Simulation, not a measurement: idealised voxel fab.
Proc. module: voxel transistor to metal
Cross-section cut spans 190 nm and uses square cells 5 nm in size.
Cross-section, as written here: a square-cell grid given band by band from the top down, where a band holds one or more rows of cells.
In this notation a band is specified by the heights of its top and bottom, in that order and in nm, after which its materials appear from left to right, each paired with its width in nm. The word "throughout" attached to a single material means that material fills the band from edge to edge; the word "empty" stands for empty space.
Beneath 0, the wafer as received is one material, and that level is where height counting begins. The lowest band goes on downward without a bottom; it is written like "0..down".
You'd read "30..40" like this: the band's top row of cells is as wide as the first number, its bottom row is as wide as the second, and going down, every row changes width by the same amount as the row before did.
"same as before" (step): cross-section cells unchanged, all of them.
Heads up: "Sealed-off cavities" only lists the empty pockets with no open path to the top that are 8 cells or more, and it writes them as width x height at distance, distance from the left edge, in nm.
If you see something after the settings on a step's line, that's the simulator's own remark about that step.
overlay nm: on a step with a mask, how far right of its planned place the mask lay; negative means left.
Before/after cross-section pairs, one process step each; after shown to lowest changed band; step and settings beneath. Pairs may be from different runs of this module on the same starting wafer; a pair continues from the one above only where its "Incoming profile" entry says so.

Incoming profile
	35..15 = 40 of empty  105 of resist  45 of empty
	15..0 = 40 of empty  105 of SiN  45 of empty
	0..-5 = 40 of empty  105 of SiO2  45 of empty
	-5..down = Si throughout
	Sealed-off cavities: none

Resultant Cross-Section
	35..15 = 40 of empty  105 of resist  45 of empty
	15..0 = 40 of empty  105 of SiN  45 of empty
	0..-5 = 40 of empty  105 of SiO2  45 of empty
	-5..-35 = 40 of empty  105 of Si  45 of empty
	Lower than -35, everything is as it was.
	Sealed-off cavities: none
Process step bridging the above cross-sections: DIRECTIONAL_ETCH,etch materials Si,depth nm 30

Incoming profile: carried over from the after image of the pair right above.

Resultant Cross-Section
	15..0 = 40 of empty  105 of SiN  45 of empty
	Lower than 0, everything is as it was.
	Sealed-off cavities: none
Process step bridging the above cross-sections: STRIP,etch materials resist

Incoming profile: carried over from the after image of the pair right above.

Resultant Cross-Section
	15..0 = 40 of empty  105 of SiN  45 of empty
	0..-5 = 40 of empty  105 of SiO2  45 of empty
	-5..-35 = 40 of empty  5 of SiO2  95 of Si  5 of SiO2  45 of empty
	-35..-40 = 45 of SiO2  95 of Si  50 of SiO2
	Lower than -40, everything is as it was.
	Sealed-off cavities: none
Process step bridging the above cross-sections: OXIDIZE,depth nm 5

Incoming profile: carried over from the after image of the pair right above.

Resultant Cross-Section
	30..15 = SiO2 throughout
	15..0 = 40 of SiO2  105 of SiN  45 of SiO2
	0..-5 = SiO2 throughout
	-5..-40 = 45 of SiO2  95 of Si  50 of SiO2
	Lower than -40, everything is as it was.
	Sealed-off cavities: none
Process step bridging the above cross-sections: FILL_DEP,material SiO2,thk nm 15

Incoming profile: carried over from the after image of the pair right above.

Resultant Cross-Section
	15..0 = 40 of SiO2  105 of SiN  45 of SiO2
	Lower than 0, everything is as it was.
	Sealed-off cavities: none
Process step bridging the above cross-sections: CMP,height nm 15

Incoming profile: carried over from the after image of the pair right above.

Resultant Cross-Section
	15..0 = 40 of empty  105 of SiN  45 of empty
	Lower than 0, everything is as it was.
	Sealed-off cavities: none
Process step bridging the above cross-sections: SELECTIVE_ETCH,etch materials SiO2,depth nm 15

Incoming profile: carried over from the after image of the pair right above.

Resultant Cross-Section
	0..-5 = SiO2 throughout
	Lower than -5, everything is as it was.
	Sealed-off cavities: none
Process step bridging the above cross-sections: STRIP,etch materials SiN

Incoming profile: carried over from the after image of the pair right above.

Resultant Cross-Section
	-5..-40 = 45 of SiO2  95 of Si  50 of SiO2
	Lower than -40, everything is as it was.
	Sealed-off cavities: none
Process step bridging the above cross-sections: SELECTIVE_ETCH,etch materials SiO2,depth nm 5

Incoming profile: carried over from the after image of the pair right above.

Resultant Cross-Section
	-5..-10 = SiO2 throughout
	Lower than -10, everything is as it was.
	Sealed-off cavities: none
Process step bridging the above cross-sections: OXIDIZE,depth nm 5

Incoming profile: carried over from the after image of the pair right above.

Resultant Cross-Section
	15..-5 = polySi throughout
	Lower than -5, everything is as it was.
	Sealed-off cavities: none
Process step bridging the above cross-sections: DIRECTIONAL_DEP,material polySi,thk nm 20

Incoming profile: carried over from the after image of the pair right above.

Resultant Cross-Section
	30..15 = SiCN throughout
	Lower than 15, everything is as it was.
	Sealed-off cavities: none
Process step bridging the above cross-sections: DIRECTIONAL_DEP,material SiCN,thk nm 15

Incoming profile: carried over from the after image of the pair right above.

Resultant Cross-Section
	45..30 = aC throughout
	Lower than 30, everything is as it was.
	Sealed-off cavities: none
Process step bridging the above cross-sections: DIRECTIONAL_DEP,material aC,thk nm 15

Incoming profile: carried over from the after image of the pair right above.

Resultant Cross-Section
	80..45 = 75 of empty  35 of resist  80 of empty
	Lower than 45, everything is as it was.
	Sealed-off cavities: none
Process step bridging the above cross-sections: PATTERN,tone cover,mask id GATE,material resist,width nm 35,thk nm 35,overlay nm 0

Incoming profile: carried over from the after image of the pair right above.

Resultant Cross-Section
	65..45 = 75 of empty  35 of resist  80 of empty
	45..30 = 75 of empty  35 of aC  80 of empty
	Lower than 30, everything is as it was.
	Sealed-off cavities: none
Process step bridging the above cross-sections: DIRECTIONAL_ETCH,etch materials aC,depth nm 15

Incoming profile: carried over from the after image of the pair right above.

Resultant Cross-Section
	45..30 = 75 of empty  35 of aC  80 of empty
	Lower than 30, everything is as it was.
	Sealed-off cavities: none
Process step bridging the above cross-sections: STRIP,etch materials resist

Incoming profile: carried over from the after image of the pair right above.

Resultant Cross-Section
	45..30 = 75 of empty  35 of aC  80 of empty
	30..15 = 75 of empty  35 of SiCN  80 of empty
	Lower than 15, everything is as it was.
	Sealed-off cavities: none
Process step bridging the above cross-sections: DIRECTIONAL_ETCH,etch materials SiCN,depth nm 25

Incoming profile: carried over from the after image of the pair right above.

Resultant Cross-Section
	45..30 = 75 of empty  35 of aC  80 of empty
	30..15 = 75 of empty  35 of SiCN  80 of empty
	15..-5 = 75 of empty  35 of polySi  80 of empty
	Lower than -5, everything is as it was.
	Sealed-off cavities: none
Process step bridging the above cross-sections: DIRECTIONAL_ETCH,etch materials polySi,depth nm 30

Incoming profile: carried over from the after image of the pair right above.

Resultant Cross-Section
	30..15 = 75 of empty  35 of SiCN  80 of empty
	Lower than 15, everything is as it was.
	Sealed-off cavities: none
Process step bridging the above cross-sections: STRIP,etch materials aC

Incoming profile: carried over from the after image of the pair right above.

Resultant Cross-Section
	40..30 = 65 of empty  55 of SiN  70 of empty
	30..15 = 65 of empty  10 of SiN  35 of SiCN  10 of SiN  70 of empty
	15..5 = 65 of empty  10 of SiN  35 of polySi  10 of SiN  70 of empty
	5..-5 = 75 of SiN  35 of polySi  80 of SiN
	Lower than -5, everything is as it was.
	Sealed-off cavities: none
Process step bridging the above cross-sections: CONFORMAL_DEP,material SiN,thk nm 10

Incoming profile: carried over from the after image of the pair right above.

Resultant Cross-Section
	30..15 = 65 of empty  10 of SiN  35 of SiCN  10 of SiN  70 of empty
	15..-5 = 65 of empty  10 of SiN  35 of polySi  10 of SiN  70 of empty
	Lower than -5, everything is as it was.
	Sealed-off cavities: none
Process step bridging the above cross-sections: DIRECTIONAL_ETCH,etch materials SiN,depth nm 10

Incoming profile: carried over from the after image of the pair right above.

Resultant Cross-Section
	30..15 = 65 of empty  10 of SiN  35 of SiCN  10 of SiN  70 of empty
	15..-5 = 65 of empty  10 of SiN  35 of polySi  10 of SiN  70 of empty
	-5..-10 = 65 of empty  55 of SiO2  70 of empty
	Lower than -10, everything is as it was.
	Sealed-off cavities: none
Process step bridging the above cross-sections: DIRECTIONAL_ETCH,etch materials SiO2,depth nm 5

Incoming profile: carried over from the after image of the pair right above.

Resultant Cross-Section
	30..15 = 65 of empty  10 of SiN  35 of SiCN  10 of SiN  70 of empty
	15..-5 = 65 of empty  10 of SiN  35 of polySi  10 of SiN  70 of empty
	-5..-10 = 65 of empty  55 of SiO2  70 of empty
	-10..-25 = 45 of SiO2  20 of empty  55 of Si  20 of empty  50 of SiO2
	Lower than -25, everything is as it was.
	Sealed-off cavities: none
Process step bridging the above cross-sections: DIRECTIONAL_ETCH,etch materials Si,depth nm 15

Incoming profile: carried over from the after image of the pair right above.

Resultant Cross-Section
	30..15 = 65 of empty  10 of SiN  35 of SiCN  10 of SiN  70 of empty
	15..5 = 65 of empty  10 of SiN  35 of polySi  10 of SiN  70 of empty
	5..-5 = 50 of empty  15 of SiGe  10 of SiN  35 of polySi  10 of SiN  15 of SiGe  55 of empty
	-5..-10 = 50 of empty  15 of SiGe  55 of SiO2  15 of SiGe  55 of empty
	-10..-25 = 45 of SiO2  20 of SiGe  55 of Si  20 of SiGe  50 of SiO2
	Lower than -25, everything is as it was.
	Sealed-off cavities: none
Process step bridging the above cross-sections: EPI,material SiGe,thk nm 15

Incoming profile: carried over from the after image of the pair right above.

Resultant Cross-Section
	35..30 = SiO2 throughout
	30..15 = 65 of SiO2  10 of SiN  35 of SiCN  10 of SiN  70 of SiO2
	15..5 = 65 of SiO2  10 of SiN  35 of polySi  10 of SiN  70 of SiO2
	5..-5 = 50 of SiO2  15 of SiGe  10 of SiN  35 of polySi  10 of SiN  15 of SiGe  55 of SiO2
	-5..-10 = 50 of SiO2  15 of SiGe  55 of SiO2  15 of SiGe  55 of SiO2
	Lower than -10, everything is as it was.
	Sealed-off cavities: none
Process step bridging the above cross-sections: FILL_DEP,material SiO2,thk nm 5

Incoming profile: carried over from the after image of the pair right above.

Resultant Cross-Section
	15..5 = 65 of SiO2  10 of SiN  35 of polySi  10 of SiN  70 of SiO2
	Lower than 5, everything is as it was.
	Sealed-off cavities: none
Process step bridging the above cross-sections: CMP,height nm 15

Incoming profile: carried over from the after image of the pair right above.

Resultant Cross-Section
	15..5 = 65 of SiO2  10 of SiN  35 of empty  10 of SiN  70 of SiO2
	5..-5 = 50 of SiO2  15 of SiGe  10 of SiN  35 of empty  10 of SiN  15 of SiGe  55 of SiO2
	Lower than -5, everything is as it was.
	Sealed-off cavities: none
Process step bridging the above cross-sections: STRIP,etch materials polySi

Incoming profile: carried over from the after image of the pair right above.

Resultant Cross-Section
	15..10 = 65 of empty  10 of SiN  35 of empty  10 of SiN  70 of empty
	10..5 = 65 of SiO2  10 of SiN  35 of empty  10 of SiN  70 of SiO2
	5..-5 = 50 of SiO2  15 of SiGe  10 of SiN  35 of empty  10 of SiN  15 of SiGe  55 of SiO2
	-5..-10 = 50 of SiO2  15 of SiGe  5 of SiO2  45 of empty  5 of SiO2  15 of SiGe  55 of SiO2
	Lower than -10, everything is as it was.
	Sealed-off cavities: none
Process step bridging the above cross-sections: SELECTIVE_ETCH,etch materials SiO2,depth nm 5

Incoming profile: carried over from the after image of the pair right above.

Resultant Cross-Section
	20..15 = 60 of empty  20 of HfO2  25 of empty  20 of HfO2  65 of empty
	15..10 = 65 of HfO2  10 of SiN  5 of HfO2  25 of empty  5 of HfO2  10 of SiN  70 of HfO2
	10..5 = 65 of SiO2  10 of SiN  5 of HfO2  25 of empty  5 of HfO2  10 of SiN  70 of SiO2
	5..-5 = 50 of SiO2  15 of SiGe  10 of SiN  5 of HfO2  25 of empty  5 of HfO2  10 of SiN  15 of SiGe  55 of SiO2
	-5..-10 = 50 of SiO2  15 of SiGe  5 of SiO2  45 of HfO2  5 of SiO2  15 of SiGe  55 of SiO2
	Lower than -10, everything is as it was.
	Sealed-off cavities: none
Process step bridging the above cross-sections: CONFORMAL_DEP,material HfO2,thk nm 5

Incoming profile: carried over from the after image of the pair right above.

Resultant Cross-Section
	25..20 = 55 of empty  30 of TiN  15 of empty  30 of TiN  60 of empty
	20..15 = 60 of TiN  20 of HfO2  5 of TiN  15 of empty  5 of TiN  20 of HfO2  65 of TiN
	15..10 = 65 of HfO2  10 of SiN  5 of HfO2  5 of TiN  15 of empty  5 of TiN  5 of HfO2  10 of SiN  70 of HfO2
	10..5 = 65 of SiO2  10 of SiN  5 of HfO2  5 of TiN  15 of empty  5 of TiN  5 of HfO2  10 of SiN  70 of SiO2
	5..0 = 50 of SiO2  15 of SiGe  10 of SiN  5 of HfO2  5 of TiN  15 of empty  5 of TiN  5 of HfO2  10 of SiN  15 of SiGe  55 of SiO2
	0..-5 = 50 of SiO2  15 of SiGe  10 of SiN  5 of HfO2  25 of TiN  5 of HfO2  10 of SiN  15 of SiGe  55 of SiO2
	Lower than -5, everything is as it was.
	Sealed-off cavities: none
Process step bridging the above cross-sections: CONFORMAL_DEP,material TiN,thk nm 5

Incoming profile: carried over from the after image of the pair right above.

Resultant Cross-Section
	35..25 = W throughout
	25..20 = 55 of W  30 of TiN  15 of W  30 of TiN  60 of W
	20..15 = 60 of TiN  20 of HfO2  5 of TiN  15 of W  5 of TiN  20 of HfO2  65 of TiN
	15..10 = 65 of HfO2  10 of SiN  5 of HfO2  5 of TiN  15 of W  5 of TiN  5 of HfO2  10 of SiN  70 of HfO2
	10..5 = 65 of SiO2  10 of SiN  5 of HfO2  5 of TiN  15 of W  5 of TiN  5 of HfO2  10 of SiN  70 of SiO2
	5..0 = 50 of SiO2  15 of SiGe  10 of SiN  5 of HfO2  5 of TiN  15 of W  5 of TiN  5 of HfO2  10 of SiN  15 of SiGe  55 of SiO2
	Lower than 0, everything is as it was.
	Sealed-off cavities: none
Process step bridging the above cross-sections: FILL_DEP,material W,thk nm 10

Incoming profile: carried over from the after image of the pair right above.

Resultant Cross-Section
	10..5 = 65 of SiO2  10 of SiN  5 of HfO2  5 of TiN  15 of W  5 of TiN  5 of HfO2  10 of SiN  70 of SiO2
	Lower than 5, everything is as it was.
	Sealed-off cavities: none
Process step bridging the above cross-sections: CMP,height nm 10

Incoming profile: carried over from the after image of the pair right above.

Resultant Cross-Section
	20..10 = SiO2 throughout
	Lower than 10, everything is as it was.
	Sealed-off cavities: none
Process step bridging the above cross-sections: DIRECTIONAL_DEP,material SiO2,thk nm 10

Incoming profile: carried over from the after image of the pair right above.

Resultant Cross-Section
	35..20 = aC throughout
	Lower than 20, everything is as it was.
	Sealed-off cavities: none
Process step bridging the above cross-sections: DIRECTIONAL_DEP,material aC,thk nm 15

Incoming profile: carried over from the after image of the pair right above.

Resultant Cross-Section
	65..35 = 45 of resist  15 of empty  65 of resist  15 of empty  50 of resist
	Lower than 35, everything is as it was.
	Sealed-off cavities: none
Process step bridging the above cross-sections: PATTERN,tone open,mask id CONTACT,material resist,width nm 15,pitch nm 80,thk nm 30,overlay nm 0

Incoming profile: carried over from the after image of the pair right above.

Resultant Cross-Section
	50..35 = 45 of resist  15 of empty  65 of resist  15 of empty  50 of resist
	35..20 = 45 of aC  15 of empty  65 of aC  15 of empty  50 of aC
	Lower than 20, everything is as it was.
	Sealed-off cavities: none
Process step bridging the above cross-sections: DIRECTIONAL_ETCH,etch materials aC,depth nm 15

Incoming profile: carried over from the after image of the pair right above.

Resultant Cross-Section
	35..20 = 45 of aC  15 of empty  65 of aC  15 of empty  50 of aC
	Lower than 20, everything is as it was.
	Sealed-off cavities: none
Process step bridging the above cross-sections: STRIP,etch materials resist

Incoming profile: carried over from the after image of the pair right above.

Resultant Cross-Section
	35..20 = 45 of aC  15 of empty  65 of aC  15 of empty  50 of aC
	20..10 = 45 of SiO2  15 of empty  65 of SiO2  15 of empty  50 of SiO2
	10..5 = 45 of SiO2  15 of empty  5 of SiO2  10 of SiN  5 of HfO2  5 of TiN  15 of W  5 of TiN  5 of HfO2  10 of SiN  5 of SiO2  15 of empty  50 of SiO2
	5..0 = 45 of SiO2  5 of empty  15 of SiGe  10 of SiN  5 of HfO2  5 of TiN  15 of W  5 of TiN  5 of HfO2  10 of SiN  15 of SiGe  5 of empty  50 of SiO2
	0..-5 = 45 of SiO2  5 of empty  15 of SiGe  10 of SiN  5 of HfO2  25 of TiN  5 of HfO2  10 of SiN  15 of SiGe  5 of empty  50 of SiO2
	-5..-10 = 45 of SiO2  5 of empty  15 of SiGe  5 of SiO2  45 of HfO2  5 of SiO2  15 of SiGe  5 of empty  50 of SiO2
	Lower than -10, everything is as it was.
	Sealed-off cavities: none
Process step bridging the above cross-sections: DIRECTIONAL_ETCH,etch materials SiO2,depth nm 30

Incoming profile: carried over from the after image of the pair right above.

Resultant Cross-Section
	20..10 = 45 of SiO2  15 of empty  65 of SiO2  15 of empty  50 of SiO2
	Lower than 10, everything is as it was.
	Sealed-off cavities: none
Process step bridging the above cross-sections: STRIP,etch materials aC

Incoming profile: carried over from the after image of the pair right above.

Resultant Cross-Section
	25..20 = 50 of TiN  5 of empty  75 of TiN  5 of empty  55 of TiN
	20..10 = 45 of SiO2  5 of TiN  5 of empty  5 of TiN  65 of SiO2  5 of TiN  5 of empty  5 of TiN  50 of SiO2
	10..5 = 45 of SiO2  15 of TiN  5 of SiO2  10 of SiN  5 of HfO2  5 of TiN  15 of W  5 of TiN  5 of HfO2  10 of SiN  5 of SiO2  15 of TiN  50 of SiO2
	5..0 = 45 of SiO2  5 of TiN  15 of SiGe  10 of SiN  5 of HfO2  5 of TiN  15 of W  5 of TiN  5 of HfO2  10 of SiN  15 of SiGe  5 of TiN  50 of SiO2
	0..-5 = 45 of SiO2  5 of TiN  15 of SiGe  10 of SiN  5 of HfO2  25 of TiN  5 of HfO2  10 of SiN  15 of SiGe  5 of TiN  50 of SiO2
	-5..-10 = 45 of SiO2  5 of TiN  15 of SiGe  5 of SiO2  45 of HfO2  5 of SiO2  15 of SiGe  5 of TiN  50 of SiO2
	Lower than -10, everything is as it was.
	Sealed-off cavities: none
Process step bridging the above cross-sections: CONFORMAL_DEP,material TiN,thk nm 5

Incoming profile: carried over from the after image of the pair right above.

Resultant Cross-Section
	30..25 = Ru throughout
	25..20 = 50 of TiN  5 of Ru  75 of TiN  5 of Ru  55 of TiN
	20..10 = 45 of SiO2  5 of TiN  5 of Ru  5 of TiN  65 of SiO2  5 of TiN  5 of Ru  5 of TiN  50 of SiO2
	Lower than 10, everything is as it was.
	Sealed-off cavities: none
Process step bridging the above cross-sections: FILL_DEP,material Ru,thk nm 5

Incoming profile: carried over from the after image of the pair right above.

Resultant Cross-Section
	20..10 = 45 of SiO2  5 of TiN  5 of Ru  5 of TiN  65 of SiO2  5 of TiN  5 of Ru  5 of TiN  50 of SiO2
	Lower than 10, everything is as it was.
	Sealed-off cavities: none
Process step bridging the above cross-sections: CMP,height nm 20

Incoming profile: carried over from the after image of the pair right above.

Resultant Cross-Section
	25..20 = SiCN throughout
	Lower than 20, everything is as it was.
	Sealed-off cavities: none
Process step bridging the above cross-sections: CONFORMAL_DEP,material SiCN,thk nm 5

Incoming profile: carried over from the after image of the pair right above.

Resultant Cross-Section
	50..25 = SiO2 throughout
	Lower than 25, everything is as it was.
	Sealed-off cavities: none
Process step bridging the above cross-sections: DIRECTIONAL_DEP,material SiO2,thk nm 25

Incoming profile: carried over from the after image of the pair right above.

Resultant Cross-Section
	50..25 = 45 of SiO2  15 of empty  65 of SiO2  15 of empty  50 of SiO2
	Lower than 25, everything is as it was.
	Sealed-off cavities: none
Process step bridging the above cross-sections: MASKED_ETCH,tone open,mask id METAL_1,width nm 15,pitch nm 80,etch materials SiO2,depth nm 25,overlay nm 0

Incoming profile: carried over from the after image of the pair right above.

Resultant Cross-Section
	50..25 = 45 of SiO2  15 of empty  65 of SiO2  15 of empty  50 of SiO2
	25..20 = 45 of SiCN  15 of empty  65 of SiCN  15 of empty  50 of SiCN
	Lower than 20, everything is as it was.
	Sealed-off cavities: none
Process step bridging the above cross-sections: MASKED_ETCH,tone open,mask id METAL_1,width nm 15,pitch nm 80,etch materials SiCN,depth nm 5,overlay nm 0

Incoming profile: carried over from the after image of the pair right above.

Resultant Cross-Section
	55..50 = 50 of TiN  5 of empty  75 of TiN  5 of empty  55 of TiN
	50..25 = 45 of SiO2  5 of TiN  5 of empty  5 of TiN  65 of SiO2  5 of TiN  5 of empty  5 of TiN  50 of SiO2
	25..20 = 45 of SiCN  15 of TiN  65 of SiCN  15 of TiN  50 of SiCN
	Lower than 20, everything is as it was.
	Sealed-off cavities: none
Process step bridging the above cross-sections: CONFORMAL_DEP,material TiN,thk nm 5

Incoming profile: carried over from the after image of the pair right above.

Resultant Cross-Section
	65..55 = Cu throughout
	55..50 = 50 of TiN  5 of Cu  75 of TiN  5 of Cu  55 of TiN
	50..25 = 45 of SiO2  5 of TiN  5 of Cu  5 of TiN  65 of SiO2  5 of TiN  5 of Cu  5 of TiN  50 of SiO2
	Lower than 25, everything is as it was.
	Sealed-off cavities: none
Process step bridging the above cross-sections: FILL_DEP,material Cu,thk nm 10

Incoming profile: carried over from the after image of the pair right above.

Resultant Cross-Section
	50..25 = 45 of SiO2  5 of TiN  5 of Cu  5 of TiN  65 of SiO2  5 of TiN  5 of Cu  5 of TiN  50 of SiO2
	Lower than 25, everything is as it was.
	Sealed-off cavities: none
Process step bridging the above cross-sections: CMP,height nm 50

Incoming profile: carried over from the after image of the pair right above.

Resultant Cross-Section
	55..50 = SiCN throughout
	Lower than 50, everything is as it was.
	Sealed-off cavities: none
Process step bridging the above cross-sections: CONFORMAL_DEP,material SiCN,thk nm 5

Incoming profile
	45..30 = aC throughout
	30..15 = SiCN throughout
	15..-5 = polySi throughout
	-5..-10 = SiO2 throughout
	-10..-40 = 40 of SiO2  105 of Si  45 of SiO2
	-40..down = Si throughout
	Sealed-off cavities: none

Resultant Cross-Section
	80..45 = 70 of empty  35 of resist  85 of empty
	Lower than 45, everything is as it was.
	Sealed-off cavities: none
Process step bridging the above cross-sections: PATTERN,tone cover,mask id GATE,material resist,width nm 35,thk nm 35,overlay nm -5

Incoming profile: carried over from the after image of the pair right above.

Resultant Cross-Section
	65..45 = 70 of empty  35 of resist  85 of empty
	45..30 = 70 of empty  35 of aC  85 of empty
	Lower than 30, everything is as it was.
	Sealed-off cavities: none
Process step bridging the above cross-sections: DIRECTIONAL_ETCH,etch materials aC,depth nm 15

Incoming profile: carried over from the after image of the pair right above.

Resultant Cross-Section
	45..30 = 70 of empty  35 of aC  85 of empty
	Lower than 30, everything is as it was.
	Sealed-off cavities: none
Process step bridging the above cross-sections: STRIP,etch materials resist

Incoming profile: carried over from the after image of the pair right above.

Resultant Cross-Section
	45..30 = 70 of empty  35 of aC  85 of empty
	30..15 = 70 of empty  35 of SiCN  85 of empty
	Lower than 15, everything is as it was.
	Sealed-off cavities: none
Process step bridging the above cross-sections: DIRECTIONAL_ETCH,etch materials SiCN,depth nm 25

Incoming profile: carried over from the after image of the pair right above.

Resultant Cross-Section
	45..30 = 70 of empty  35 of aC  85 of empty
	30..15 = 70 of empty  35 of SiCN  85 of empty
	15..-5 = 70 of empty  35 of polySi  85 of empty
	Lower than -5, everything is as it was.
	Sealed-off cavities: none
Process step bridging the above cross-sections: DIRECTIONAL_ETCH,etch materials polySi,depth nm 30

Incoming profile: carried over from the after image of the pair right above.

Resultant Cross-Section
	30..15 = 70 of empty  35 of SiCN  85 of empty
	Lower than 15, everything is as it was.
	Sealed-off cavities: none
Process step bridging the above cross-sections: STRIP,etch materials aC

Incoming profile: carried over from the after image of the pair right above.

Resultant Cross-Section
	40..30 = 60 of empty  55 of SiN  75 of empty
	30..15 = 60 of empty  10 of SiN  35 of SiCN  10 of SiN  75 of empty
	15..5 = 60 of empty  10 of SiN  35 of polySi  10 of SiN  75 of empty
	5..-5 = 70 of SiN  35 of polySi  85 of SiN
	Lower than -5, everything is as it was.
	Sealed-off cavities: none
Process step bridging the above cross-sections: CONFORMAL_DEP,material SiN,thk nm 10

Incoming profile: carried over from the after image of the pair right above.

Resultant Cross-Section
	30..15 = 60 of empty  10 of SiN  35 of SiCN  10 of SiN  75 of empty
	15..-5 = 60 of empty  10 of SiN  35 of polySi  10 of SiN  75 of empty
	Lower than -5, everything is as it was.
	Sealed-off cavities: none
Process step bridging the above cross-sections: DIRECTIONAL_ETCH,etch materials SiN,depth nm 10

Incoming profile: carried over from the after image of the pair right above.

Resultant Cross-Section
	30..15 = 60 of empty  10 of SiN  35 of SiCN  10 of SiN  75 of empty
	15..-5 = 60 of empty  10 of SiN  35 of polySi  10 of SiN  75 of empty
	-5..-10 = 60 of empty  55 of SiO2  75 of empty
	Lower than -10, everything is as it was.
	Sealed-off cavities: none
Process step bridging the above cross-sections: DIRECTIONAL_ETCH,etch materials SiO2,depth nm 5

Incoming profile: carried over from the after image of the pair right above.

Resultant Cross-Section
	30..15 = 60 of empty  10 of SiN  35 of SiCN  10 of SiN  75 of empty
	15..-5 = 60 of empty  10 of SiN  35 of polySi  10 of SiN  75 of empty
	-5..-10 = 60 of empty  55 of SiO2  75 of empty
	-10..-25 = 40 of SiO2  20 of empty  55 of Si  30 of empty  45 of SiO2
	Lower than -25, everything is as it was.
	Sealed-off cavities: none
Process step bridging the above cross-sections: DIRECTIONAL_ETCH,etch materials Si,depth nm 15

Incoming profile: carried over from the after image of the pair right above.

Resultant Cross-Section
	30..15 = 60 of empty  10 of SiN  35 of SiCN  10 of SiN  75 of empty
	15..5 = 60 of empty  10 of SiN  35 of polySi  10 of SiN  75 of empty
	5..-5 = 45 of empty  15 of SiGe  10 of SiN  35 of polySi  10 of SiN  15 of SiGe  60 of empty
	-5..-10 = 45 of empty  15 of SiGe  55 of SiO2  15 of SiGe  60 of empty
	-10..-25 = 40 of SiO2  20 of SiGe  55 of Si  30 of SiGe  45 of SiO2
	Lower than -25, everything is as it was.
	Sealed-off cavities: none
Process step bridging the above cross-sections: EPI,material SiGe,thk nm 15

Incoming profile: carried over from the after image of the pair right above.

Resultant Cross-Section
	35..30 = SiO2 throughout
	30..15 = 60 of SiO2  10 of SiN  35 of SiCN  10 of SiN  75 of SiO2
	15..5 = 60 of SiO2  10 of SiN  35 of polySi  10 of SiN  75 of SiO2
	5..-5 = 45 of SiO2  15 of SiGe  10 of SiN  35 of polySi  10 of SiN  15 of SiGe  60 of SiO2
	-5..-10 = 45 of SiO2  15 of SiGe  55 of SiO2  15 of SiGe  60 of SiO2
	Lower than -10, everything is as it was.
	Sealed-off cavities: none
Process step bridging the above cross-sections: FILL_DEP,material SiO2,thk nm 5

Incoming profile: carried over from the after image of the pair right above.

Resultant Cross-Section
	15..5 = 60 of SiO2  10 of SiN  35 of polySi  10 of SiN  75 of SiO2
	Lower than 5, everything is as it was.
	Sealed-off cavities: none
Process step bridging the above cross-sections: CMP,height nm 15

Incoming profile: carried over from the after image of the pair right above.

Resultant Cross-Section
	15..5 = 60 of SiO2  10 of SiN  35 of empty  10 of SiN  75 of SiO2
	5..-5 = 45 of SiO2  15 of SiGe  10 of SiN  35 of empty  10 of SiN  15 of SiGe  60 of SiO2
	Lower than -5, everything is as it was.
	Sealed-off cavities: none
Process step bridging the above cross-sections: STRIP,etch materials polySi

Incoming profile: carried over from the after image of the pair right above.

Resultant Cross-Section
	15..10 = 60 of empty  10 of SiN  35 of empty  10 of SiN  75 of empty
	10..5 = 60 of SiO2  10 of SiN  35 of empty  10 of SiN  75 of SiO2
	5..-5 = 45 of SiO2  15 of SiGe  10 of SiN  35 of empty  10 of SiN  15 of SiGe  60 of SiO2
	-5..-10 = 45 of SiO2  15 of SiGe  5 of SiO2  45 of empty  5 of SiO2  15 of SiGe  60 of SiO2
	Lower than -10, everything is as it was.
	Sealed-off cavities: none
Process step bridging the above cross-sections: SELECTIVE_ETCH,etch materials SiO2,depth nm 5

Incoming profile: carried over from the after image of the pair right above.

Resultant Cross-Section
	20..15 = 55 of empty  20 of HfO2  25 of empty  20 of HfO2  70 of empty
	15..10 = 60 of HfO2  10 of SiN  5 of HfO2  25 of empty  5 of HfO2  10 of SiN  75 of HfO2
	10..5 = 60 of SiO2  10 of SiN  5 of HfO2  25 of empty  5 of HfO2  10 of SiN  75 of SiO2
	5..-5 = 45 of SiO2  15 of SiGe  10 of SiN  5 of HfO2  25 of empty  5 of HfO2  10 of SiN  15 of SiGe  60 of SiO2
	-5..-10 = 45 of SiO2  15 of SiGe  5 of SiO2  45 of HfO2  5 of SiO2  15 of SiGe  60 of SiO2
	Lower than -10, everything is as it was.
	Sealed-off cavities: none
Process step bridging the above cross-sections: CONFORMAL_DEP,material HfO2,thk nm 5

Incoming profile: carried over from the after image of the pair right above.

Resultant Cross-Section
	25..20 = 50 of empty  30 of TiN  15 of empty  30 of TiN  65 of empty
	20..15 = 55 of TiN  20 of HfO2  5 of TiN  15 of empty  5 of TiN  20 of HfO2  70 of TiN
	15..10 = 60 of HfO2  10 of SiN  5 of HfO2  5 of TiN  15 of empty  5 of TiN  5 of HfO2  10 of SiN  75 of HfO2
	10..5 = 60 of SiO2  10 of SiN  5 of HfO2  5 of TiN  15 of empty  5 of TiN  5 of HfO2  10 of SiN  75 of SiO2
	5..0 = 45 of SiO2  15 of SiGe  10 of SiN  5 of HfO2  5 of TiN  15 of empty  5 of TiN  5 of HfO2  10 of SiN  15 of SiGe  60 of SiO2
	0..-5 = 45 of SiO2  15 of SiGe  10 of SiN  5 of HfO2  25 of TiN  5 of HfO2  10 of SiN  15 of SiGe  60 of SiO2
	Lower than -5, everything is as it was.
	Sealed-off cavities: none
Process step bridging the above cross-sections: CONFORMAL_DEP,material TiN,thk nm 5

Incoming profile: carried over from the after image of the pair right above.

Resultant Cross-Section
	35..25 = W throughout
	25..20 = 50 of W  30 of TiN  15 of W  30 of TiN  65 of W
	20..15 = 55 of TiN  20 of HfO2  5 of TiN  15 of W  5 of TiN  20 of HfO2  70 of TiN
	15..10 = 60 of HfO2  10 of SiN  5 of HfO2  5 of TiN  15 of W  5 of TiN  5 of HfO2  10 of SiN  75 of HfO2
	10..5 = 60 of SiO2  10 of SiN  5 of HfO2  5 of TiN  15 of W  5 of TiN  5 of HfO2  10 of SiN  75 of SiO2
	5..0 = 45 of SiO2  15 of SiGe  10 of SiN  5 of HfO2  5 of TiN  15 of W  5 of TiN  5 of HfO2  10 of SiN  15 of SiGe  60 of SiO2
	Lower than 0, everything is as it was.
	Sealed-off cavities: none
Process step bridging the above cross-sections: FILL_DEP,material W,thk nm 10

Incoming profile: carried over from the after image of the pair right above.

Resultant Cross-Section
	10..5 = 60 of SiO2  10 of SiN  5 of HfO2  5 of TiN  15 of W  5 of TiN  5 of HfO2  10 of SiN  75 of SiO2
	Lower than 5, everything is as it was.
	Sealed-off cavities: none
Process step bridging the above cross-sections: CMP,height nm 10
